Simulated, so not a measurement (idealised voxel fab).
Name of the process module below: voxel capacitor over wiring
For reference, the cross-section in this document is cut, with width 165 nm and square cells of 5 nm.
We lay out every cross-section as a grid of square cells and spell it out in bands from the top down, where one band means one or more rows of cells.
The entry gives the band's vertical extent as a top height and a bottom height in nm, then its horizontal make-up as materials from left to right, each with a width in nm. "empty" stands for empty space; a single material marked "throughout" fills the band edge to edge.
All heights in this document are referenced to 0, defined as the level beneath which the wafer, as received, consists entirely of one material. The lowest band is not bounded below; it extends indefinitely downward and is written in the form "0 nm and below".
Graded width ("30 to 40"): value in top row of band = first number; value in bottom row = second number; row-to-row change constant.
"remains unaltered", as given for a step, is the statement that not any cell of the cross-section underwent a change during that step.
"Sealed void inventory" lists enclosed empty spaces (at least 8 cells, no open path upward to the top), each as width x height at distance from the left edge, in nm.
Step line, after settings: the simulator's comment on this step.
overlay nm, on a step with a mask: how far to the right of its planned place the mask lay; to the left if negative
Here's what the planned process steps look like:
1 RECEIVE,material Si
2 CONFORMAL_DEP,material SiO2,thk nm 10
3 DIRECTIONAL_DEP,material TiN,thk nm 5
4 DIRECTIONAL_DEP,material Ru,thk nm 25
5 DIRECTIONAL_DEP,material aC,thk nm 15
6 PATTERN,tone cover,mask id METAL_1,material resist,width nm 20,pitch nm 75,thk nm 35,overlay nm 0
7 DIRECTIONAL_ETCH,etch materials aC,depth nm 15
8 STRIP,etch materials resist
9 DIRECTIONAL_ETCH,etch materials Ru,depth nm 25
10 DIRECTIONAL_ETCH,etch materials TiN,depth nm 5
11 STRIP,etch materials aC
12 FILL_DEP,material SiO2,thk nm 10
13 CMP,height nm 40
14 CONFORMAL_DEP,material SiCN,thk nm 5
15 DIRECTIONAL_DEP,material SiO2,thk nm 20
16 DIRECTIONAL_DEP,material aC,thk nm 15
17 PATTERN,tone open,mask id PLUG_1,material resist,width nm 15,thk nm 30,overlay nm 0
18 DIRECTIONAL_ETCH,etch materials aC,depth nm 15
19 STRIP,etch materials resist
20 DIRECTIONAL_ETCH,etch materials SiO2,depth nm 20
21 DIRECTIONAL_ETCH,etch materials SiCN,depth nm 5
22 STRIP,etch materials aC
23 EPI,material Ru,thk nm 10
24 EPI,material Ru,thk nm 10
25 EPI,material Ru,thk nm 5
26 DIRECTIONAL_DEP,material TiN,thk nm 5
27 DIRECTIONAL_DEP,material HfO2,thk nm 5
28 DIRECTIONAL_DEP,material TiN,thk nm 10
29 MASKED_ETCH,tone cover,mask id UPPER_PLATE,width nm 60,etch materials TiN,depth nm 10,overlay nm 0
30 MASKED_ETCH,tone cover,mask id UPPER_PLATE,width nm 60,etch materials HfO2,depth nm 5,overlay nm 0
31 MASKED_ETCH,tone cover,mask id LOWER_PLATE,width nm 70,etch materials TiN,depth nm 5,overlay nm 0
32 FILL_DEP,material SiO2,thk nm 20
33 CMP,height nm 100
34 MASKED_ETCH,tone open,mask id PLUG_2,width nm 15,etch materials SiO2,depth nm 15,overlay nm -15
35 CONFORMAL_DEP,material TiN,thk nm 5
36 FILL_DEP,material Cu,thk nm 10
37 CMP,height nm 100
38 CONFORMAL_DEP,material SiN,thk nm 5
The wafers in this document start out alike and differ in the overlay nm applied at step 34; the plan shows the value used for the first wafer.
Cross-section of the first of several wafers as received (after step 1):
    0 nm and below | Si throughout
    Sealed void inventory: none
First wafer of several, cross-section, module end, after step 38 (last):
    105 nm to 100 nm | SiN throughout
    100 nm to 90 nm | SiO2 35  TiN 5  Cu 5  TiN 5  SiO2 115
    90 nm to 85 nm | SiO2 35  TiN 15  SiO2 115
    85 nm to 75 nm | SiO2 40  TiN 60  SiO2 65
    75 nm to 70 nm | SiO2 40  HfO2 60  SiO2 65
    70 nm to 65 nm | SiO2 35  TiN 70  SiO2 60
    65 nm to 45 nm | SiO2 40  Ru 15  SiO2 110
    45 nm to 40 nm | SiCN 40  Ru 15  SiCN 110
    40 nm to 15 nm | SiO2 35  Ru 20  SiO2 55  Ru 20  SiO2 35
    15 nm to 10 nm | SiO2 35  TiN 20  SiO2 55  TiN 20  SiO2 35
    10 nm to 0 nm | SiO2 throughout
    0 nm and below | Si throughout
    Sealed void inventory: none
Last-wafer cross-section at the end of the module:
    105 nm to 100 nm | SiN throughout
    100 nm to 90 nm | SiO2 65  TiN 5  Cu 5  TiN 5  SiO2 85
    90 nm to 85 nm | SiO2 65  TiN 15  SiO2 85
    85 nm to 75 nm | SiO2 40  TiN 60  SiO2 65
    75 nm to 70 nm | SiO2 40  HfO2 60  SiO2 65
    70 nm to 65 nm | SiO2 35  TiN 70  SiO2 60
    65 nm to 45 nm | SiO2 40  Ru 15  SiO2 110
    45 nm to 40 nm | SiCN 40  Ru 15  SiCN 110
    40 nm to 15 nm | SiO2 35  Ru 20  SiO2 55  Ru 20  SiO2 35
    15 nm to 10 nm | SiO2 35  TiN 20  SiO2 55  TiN 20  SiO2 35
    10 nm to 0 nm | SiO2 throughout
    0 nm and below | Si throughout
    Sealed void inventory: none
Below: a row per wafer. Contents at end of module: for every material, cells gained since receipt (+) or lost since receipt (-); then closed voids:
overlay nm -15; +2 Cu; +12 HfO2; +55 Ru; +30 SiCN; +33 SiN; +508 SiO2; +53 TiN; Sealed void inventory: none
overlay nm -10; +2 Cu; +12 HfO2; +55 Ru; +30 SiCN; +33 SiN; +508 SiO2; +53 TiN; Sealed void inventory: none
overlay nm -5; +2 Cu; +12 HfO2; +55 Ru; +30 SiCN; +33 SiN; +508 SiO2; +53 TiN; Sealed void inventory: none
overlay nm 0; +2 Cu; +12 HfO2; +55 Ru; +30 SiCN; +33 SiN; +508 SiO2; +53 TiN; Sealed void inventory: none
overlay nm 5; +2 Cu; +12 HfO2; +55 Ru; +30 SiCN; +33 SiN; +508 SiO2; +53 TiN; Sealed void inventory: none
overlay nm 10; +2 Cu; +12 HfO2; +55 Ru; +30 SiCN; +33 SiN; +508 SiO2; +53 TiN; Sealed void inventory: none
overlay nm 15; +2 Cu; +12 HfO2; +55 Ru; +30 SiCN; +33 SiN; +508 SiO2; +53 TiN; Sealed void inventory: none
